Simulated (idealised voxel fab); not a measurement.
process module | voxel wiring stack
cross-section cut | 295 nm wide | cells 5 nm
A cross-section is a grid of square cells, given in bands from the top down. A band is one or more rows of cells.
Each band's line starts with the height of the band's top and of its bottom, in nm. Then come its materials from left to right, each with its width in nm. One material with "throughout" fills the band from edge to edge. "air" is empty space.
Height 0 is the level under which the wafer as received is all one material. The lowest band goes on downwards, as in "0 down".
A width such as "30 to 40" changes by the same amount from each row of cells to the next, from the band's top row to its bottom row.
"no change" after a step means that no cell of the cross-section changed.
closed voids: empty space of 8 cells or more with no open way to the top, each as width x height at its distance from the left edge, in nm
after a step's settings: what the simulator itself notes on the step
overlay nm, on a step with a mask: how far to the right of its planned place the mask lay; to the left if negative
plan
1 op RECEIVE | material Si
2 op CONFORMAL_DEP | material SiO2 | thk nm 10
3 op CONFORMAL_DEP | material SiCN | thk nm 5
4 op DIRECTIONAL_DEP | material lowk | thk nm 25
5 op PATTERN | tone open | mask id METAL_1 | material resist | width nm 25 | pitch nm 45 | thk nm 15 | overlay nm 0
6 op DIRECTIONAL_ETCH | etch materials lowk | depth nm 25
7 op DIRECTIONAL_ETCH | etch materials SiCN | depth nm 5
8 op STRIP | etch materials resist
9 op CONFORMAL_DEP | material TiN | thk nm 5
10 op FILL_DEP | material Cu | thk nm 5
11 op CMP | height nm 40
12 op CONFORMAL_DEP | material SiCN | thk nm 5
13 op DIRECTIONAL_DEP | material lowk | thk nm 15
14 op DIRECTIONAL_DEP | material aC | thk nm 15
15 op PATTERN | tone open | mask id PLUG_1 | material resist | width nm 15 | thk nm 35 | overlay nm 0
16 op DIRECTIONAL_ETCH | etch materials aC | depth nm 15
17 op STRIP | etch materials resist
18 op DIRECTIONAL_ETCH | etch materials lowk | depth nm 15
19 op DIRECTIONAL_ETCH | etch materials SiCN | depth nm 5
20 op STRIP | etch materials aC
21 op EPI | material Ru | thk nm 10
22 op EPI | material Ru | thk nm 10
23 op CONFORMAL_DEP | material SiCN | thk nm 5
24 op DIRECTIONAL_DEP | material lowk | thk nm 15
25 op PATTERN | tone open | mask id METAL_2 | material resist | width nm 25 | pitch nm 45 | thk nm 20 | overlay nm 0
26 op DIRECTIONAL_ETCH | etch materials lowk | depth nm 15
27 op DIRECTIONAL_ETCH | etch materials SiCN | depth nm 5
28 op STRIP | etch materials resist
29 op CONFORMAL_DEP | material TiN | thk nm 5
30 op FILL_DEP | material Ru | thk nm 5
31 op CMP | height nm 80
32 op CONFORMAL_DEP | material SiCN | thk nm 5
33 op DIRECTIONAL_DEP | material SiO2 | thk nm 20
34 op PATTERN | tone open | mask id PLUG_2 | material resist | width nm 15 | thk nm 20 | overlay nm 0
35 op DIRECTIONAL_ETCH | etch materials SiO2 | depth nm 20
36 op DIRECTIONAL_ETCH | etch materials SiCN | depth nm 5
37 op STRIP | etch materials resist
38 op CONFORMAL_DEP | material TiN | thk nm 5
39 op FILL_DEP | material Cu | thk nm 5
40 op CMP | height nm 105
41 op DIRECTIONAL_DEP | material TiN | thk nm 5
42 op DIRECTIONAL_DEP | material Ru | thk nm 25
43 op DIRECTIONAL_DEP | material aC | thk nm 10
44 op PATTERN | tone cover | mask id METAL_3 | material resist | width nm 25 | pitch nm 45 | thk nm 25 | overlay nm 0
45 op DIRECTIONAL_ETCH | etch materials aC | depth nm 10
46 op STRIP | etch materials resist
47 op DIRECTIONAL_ETCH | etch materials Ru | depth nm 25
48 op DIRECTIONAL_ETCH | etch materials TiN | depth nm 5
49 op STRIP | etch materials aC
50 op CONFORMAL_DEP | material SiN | thk nm 5
51 op FILL_DEP | material SiO2 | thk nm 5
52 op CMP | height nm 135
53 op CONFORMAL_DEP | material SiN | thk nm 5
first wafer, as planned
as received, after step 1
  0 down: Si throughout
  closed voids: none
after step 2
  10 to 0: SiO2 throughout
  below 0: unchanged
after step 3
  15 to 10: SiCN throughout
  below 10: unchanged
after step 4
  40 to 15: lowk throughout
  below 15: unchanged
after step 5
  55 to 40: resist 110 | air 25 | resist 20 | air 25 | resist 115
  below 40: unchanged
after step 6
  55 to 40: resist 110 | air 25 | resist 20 | air 25 | resist 115
  40 to 15: lowk 110 | air 25 | lowk 20 | air 25 | lowk 115
  below 15: unchanged
after step 7
  55 to 40: resist 110 | air 25 | resist 20 | air 25 | resist 115
  40 to 15: lowk 110 | air 25 | lowk 20 | air 25 | lowk 115
  15 to 10: SiCN 110 | air 25 | SiCN 20 | air 25 | SiCN 115
  below 10: unchanged
after step 8
  40 to 15: lowk 110 | air 25 | lowk 20 | air 25 | lowk 115
  below 15: unchanged
after step 9
  45 to 40: TiN 115 | air 15 | TiN 30 | air 15 | TiN 120
  40 to 15: lowk 110 | TiN 5 | air 15 | TiN 5 | lowk 20 | TiN 5 | air 15 | TiN 5 | lowk 115
  15 to 10: SiCN 110 | TiN 25 | SiCN 20 | TiN 25 | SiCN 115
  below 10: unchanged
after step 10
  50 to 45: Cu throughout
  45 to 40: TiN 115 | Cu 15 | TiN 30 | Cu 15 | TiN 120
  40 to 15: lowk 110 | TiN 5 | Cu 15 | TiN 5 | lowk 20 | TiN 5 | Cu 15 | TiN 5 | lowk 115
  below 15: unchanged
after step 11
  40 to 15: lowk 110 | TiN 5 | Cu 15 | TiN 5 | lowk 20 | TiN 5 | Cu 15 | TiN 5 | lowk 115
  below 15: unchanged
after step 12
  45 to 40: SiCN throughout
  below 40: unchanged
after step 13
  60 to 45: lowk throughout
  below 45: unchanged
after step 14
  75 to 60: aC throughout
  below 60: unchanged
after step 15
  110 to 75: resist 110 | air 15 | resist 170
  below 75: unchanged
after step 16
  95 to 75: resist 110 | air 15 | resist 170
  75 to 60: aC 110 | air 15 | aC 170
  below 60: unchanged
after step 17
  75 to 60: aC 110 | air 15 | aC 170
  below 60: unchanged
after step 18
  75 to 60: aC 110 | air 15 | aC 170
  60 to 45: lowk 110 | air 15 | lowk 170
  below 45: unchanged
after step 19
  75 to 60: aC 110 | air 15 | aC 170
  60 to 45: lowk 110 | air 15 | lowk 170
  45 to 40: SiCN 110 | air 15 | SiCN 170
  below 40: unchanged
after step 20
  60 to 45: lowk 110 | air 15 | lowk 170
  below 45: unchanged
after step 21
  60 to 50: lowk 110 | air 15 | lowk 170
  50 to 45: lowk 110 | Ru 15 | lowk 170
  45 to 40: SiCN 110 | Ru 15 | SiCN 170
  below 40: unchanged
after step 22
  60 to 45: lowk 110 | Ru 15 | lowk 170
  below 45: unchanged
after step 23
  65 to 60: SiCN throughout
  below 60: unchanged
after step 24
  80 to 65: lowk throughout
  below 65: unchanged
after step 25
  100 to 80: resist 110 | air 25 | resist 20 | air 25 | resist 115
  below 80: unchanged
after step 26
  100 to 80: resist 110 | air 25 | resist 20 | air 25 | resist 115
  80 to 65: lowk 110 | air 25 | lowk 20 | air 25 | lowk 115
  below 65: unchanged
after step 27
  100 to 80: resist 110 | air 25 | resist 20 | air 25 | resist 115
  80 to 65: lowk 110 | air 25 | lowk 20 | air 25 | lowk 115
  65 to 60: SiCN 110 | air 25 | SiCN 20 | air 25 | SiCN 115
  below 60: unchanged
after step 28
  80 to 65: lowk 110 | air 25 | lowk 20 | air 25 | lowk 115
  below 65: unchanged
after step 29
  85 to 80: TiN 115 | air 15 | TiN 30 | air 15 | TiN 120
  80 to 65: lowk 110 | TiN 5 | air 15 | TiN 5 | lowk 20 | TiN 5 | air 15 | TiN 5 | lowk 115
  65 to 60: SiCN 110 | TiN 25 | SiCN 20 | TiN 25 | SiCN 115
  below 60: unchanged
after step 30
  90 to 85: Ru throughout
  85 to 80: TiN 115 | Ru 15 | TiN 30 | Ru 15 | TiN 120
  80 to 65: lowk 110 | TiN 5 | Ru 15 | TiN 5 | lowk 20 | TiN 5 | Ru 15 | TiN 5 | lowk 115
  below 65: unchanged
after step 31
  80 to 65: lowk 110 | TiN 5 | Ru 15 | TiN 5 | lowk 20 | TiN 5 | Ru 15 | TiN 5 | lowk 115
  below 65: unchanged
after step 32
  85 to 80: SiCN throughout
  below 80: unchanged
after step 33
  105 to 85: SiO2 throughout
  below 85: unchanged
after step 34
  125 to 105: resist 110 | air 15 | resist 170
  below 105: unchanged
after step 35
  125 to 105: resist 110 | air 15 | resist 170
  105 to 85: SiO2 110 | air 15 | SiO2 170
  below 85: unchanged
after step 36
  125 to 105: resist 110 | air 15 | resist 170
  105 to 85: SiO2 110 | air 15 | SiO2 170
  85 to 80: SiCN 110 | air 15 | SiCN 170
  below 80: unchanged
after step 37
  105 to 85: SiO2 110 | air 15 | SiO2 170
  below 85: unchanged
after step 38
  110 to 105: TiN 115 | air 5 | TiN 175
  105 to 85: SiO2 110 | TiN 5 | air 5 | TiN 5 | SiO2 170
  85 to 80: SiCN 110 | TiN 15 | SiCN 170
  below 80: unchanged
after step 39
  115 to 110: Cu throughout
  110 to 105: TiN 115 | Cu 5 | TiN 175
  105 to 85: SiO2 110 | TiN 5 | Cu 5 | TiN 5 | SiO2 170
  below 85: unchanged
after step 40
  105 to 85: SiO2 110 | TiN 5 | Cu 5 | TiN 5 | SiO2 170
  below 85: unchanged
after step 41
  110 to 105: TiN throughout
  below 105: unchanged
after step 42
  135 to 110: Ru throughout
  below 110: unchanged
after step 43
  145 to 135: aC throughout
  below 135: unchanged
after step 44
  170 to 145: air 110 | resist 25 | air 20 | resist 25 | air 115
  below 145: unchanged
after step 45
  160 to 145: air 110 | resist 25 | air 20 | resist 25 | air 115
  145 to 135: air 110 | aC 25 | air 20 | aC 25 | air 115
  below 135: unchanged
after step 46
  145 to 135: air 110 | aC 25 | air 20 | aC 25 | air 115
  below 135: unchanged
after step 47
  145 to 135: air 110 | aC 25 | air 20 | aC 25 | air 115
  135 to 110: air 110 | Ru 25 | air 20 | Ru 25 | air 115
  below 110: unchanged
after step 48
  145 to 135: air 110 | aC 25 | air 20 | aC 25 | air 115
  135 to 110: air 110 | Ru 25 | air 20 | Ru 25 | air 115
  110 to 105: air 110 | TiN 25 | air 20 | TiN 25 | air 115
  below 105: unchanged
after step 49
  135 to 110: air 110 | Ru 25 | air 20 | Ru 25 | air 115
  below 110: unchanged
after step 50
  140 to 135: air 105 | SiN 35 | air 10 | SiN 35 | air 110
  135 to 110: air 105 | SiN 5 | Ru 25 | SiN 5 | air 10 | SiN 5 | Ru 25 | SiN 5 | air 110
  110 to 105: SiN 110 | TiN 25 | SiN 20 | TiN 25 | SiN 115
  below 105: unchanged
after step 51
  145 to 140: SiO2 throughout
  140 to 135: SiO2 105 | SiN 35 | SiO2 10 | SiN 35 | SiO2 110
  135 to 110: SiO2 105 | SiN 5 | Ru 25 | SiN 5 | SiO2 10 | SiN 5 | Ru 25 | SiN 5 | SiO2 110
  below 110: unchanged
after step 52
  135 to 110: SiO2 105 | SiN 5 | Ru 25 | SiN 5 | SiO2 10 | SiN 5 | Ru 25 | SiN 5 | SiO2 110
  below 110: unchanged
after step 53
  140 to 135: SiN throughout
  below 135: unchanged
second wafer: like start, like plan, one mistake. Through step 24 it matches the first wafer
when step 25 should have ended
  100 to 80: air 110 | resist 25 | air 20 | resist 25 | air 115
  below 80: unchanged
when step 26 should have ended
  100 to 80: air 110 | resist 25 | air 20 | resist 25 | air 115
  80 to 65: air 110 | lowk 25 | air 20 | lowk 25 | air 115
  below 65: unchanged
when step 27 should have ended
  100 to 80: air 110 | resist 25 | air 20 | resist 25 | air 115
  80 to 65: air 110 | lowk 25 | air 20 | lowk 25 | air 115
  65 to 60: air 110 | SiCN 25 | air 20 | SiCN 25 | air 115
  below 60: unchanged
when step 28 should have ended
  80 to 65: air 110 | lowk 25 | air 20 | lowk 25 | air 115
  below 65: unchanged
when step 29 should have ended
  85 to 80: air 105 | TiN 35 | air 10 | TiN 35 | air 110
  80 to 65: air 105 | TiN 5 | lowk 25 | TiN 5 | air 10 | TiN 5 | lowk 25 | TiN 5 | air 110
  65 to 60: TiN 110 | SiCN 25 | TiN 20 | SiCN 25 | TiN 115
  below 60: unchanged
when step 30 should have ended
  90 to 85: Ru throughout
  85 to 80: Ru 105 | TiN 35 | Ru 10 | TiN 35 | Ru 110
  80 to 65: Ru 105 | TiN 5 | lowk 25 | TiN 5 | Ru 10 | TiN 5 | lowk 25 | TiN 5 | Ru 110
  below 65: unchanged
when step 31 should have ended
  80 to 65: Ru 105 | TiN 5 | lowk 25 | TiN 5 | Ru 10 | TiN 5 | lowk 25 | TiN 5 | Ru 110
  below 65: unchanged
when step 32 should have ended
  85 to 80: SiCN throughout
  below 80: unchanged
when step 33 should have ended
  105 to 85: SiO2 throughout
  below 85: unchanged
when step 34 should have ended
  125 to 105: resist 110 | air 15 | resist 170
  below 105: unchanged
when step 35 should have ended
  125 to 105: resist 110 | air 15 | resist 170
  105 to 85: SiO2 110 | air 15 | SiO2 170
  below 85: unchanged
when step 36 should have ended
  125 to 105: resist 110 | air 15 | resist 170
  105 to 85: SiO2 110 | air 15 | SiO2 170
  85 to 80: SiCN 110 | air 15 | SiCN 170
  below 80: unchanged
when step 37 should have ended
  105 to 85: SiO2 110 | air 15 | SiO2 170
  below 85: unchanged
when step 38 should have ended
  110 to 105: TiN 115 | air 5 | TiN 175
  105 to 85: SiO2 110 | TiN 5 | air 5 | TiN 5 | SiO2 170
  85 to 80: SiCN 110 | TiN 15 | SiCN 170
  below 80: unchanged
when step 39 should have ended
  115 to 110: Cu throughout
  110 to 105: TiN 115 | Cu 5 | TiN 175
  105 to 85: SiO2 110 | TiN 5 | Cu 5 | TiN 5 | SiO2 170
  below 85: unchanged
when step 40 should have ended
  105 to 85: SiO2 110 | TiN 5 | Cu 5 | TiN 5 | SiO2 170
  below 85: unchanged
when step 41 should have ended
  110 to 105: TiN throughout
  below 105: unchanged
when step 42 should have ended
  135 to 110: Ru throughout
  below 110: unchanged
when step 43 should have ended
  145 to 135: aC throughout
  below 135: unchanged
when step 44 should have ended
  170 to 145: air 110 | resist 25 | air 20 | resist 25 | air 115
  below 145: unchanged
when step 45 should have ended
  160 to 145: air 110 | resist 25 | air 20 | resist 25 | air 115
  145 to 135: air 110 | aC 25 | air 20 | aC 25 | air 115
  below 135: unchanged
when step 46 should have ended
  145 to 135: air 110 | aC 25 | air 20 | aC 25 | air 115
  below 135: unchanged
when step 47 should have ended
  145 to 135: air 110 | aC 25 | air 20 | aC 25 | air 115
  135 to 110: air 110 | Ru 25 | air 20 | Ru 25 | air 115
  below 110: unchanged
when step 48 should have ended
  145 to 135: air 110 | aC 25 | air 20 | aC 25 | air 115
  135 to 110: air 110 | Ru 25 | air 20 | Ru 25 | air 115
  110 to 105: air 110 | TiN 25 | air 20 | TiN 25 | air 115
  below 105: unchanged
when step 49 should have ended
  135 to 110: air 110 | Ru 25 | air 20 | Ru 25 | air 115
  below 110: unchanged
when step 50 should have ended
  140 to 135: air 105 | SiN 35 | air 10 | SiN 35 | air 110
  135 to 110: air 105 | SiN 5 | Ru 25 | SiN 5 | air 10 | SiN 5 | Ru 25 | SiN 5 | air 110
  110 to 105: SiN 110 | TiN 25 | SiN 20 | TiN 25 | SiN 115
  below 105: unchanged
when step 51 should have ended
  145 to 140: SiO2 throughout
  140 to 135: SiO2 105 | SiN 35 | SiO2 10 | SiN 35 | SiO2 110
  135 to 110: SiO2 105 | SiN 5 | Ru 25 | SiN 5 | SiO2 10 | SiN 5 | Ru 25 | SiN 5 | SiO2 110
  below 110: unchanged
when step 52 should have ended
  135 to 110: SiO2 105 | SiN 5 | Ru 25 | SiN 5 | SiO2 10 | SiN 5 | Ru 25 | SiN 5 | SiO2 110
  below 110: unchanged
when step 53 should have ended
  140 to 135: SiN throughout
  below 135: unchanged
what went wrong: step 25 ran as: op PATTERN | tone cover | mask id METAL_2 | material resist | width nm 25 | pitch nm 45 | thk nm 20 | overlay nm 0
at the end the second wafer has, in cells: 117 more of Ru | 39 fewer of SiCN | 39 more of TiN | 117 fewer of lowk
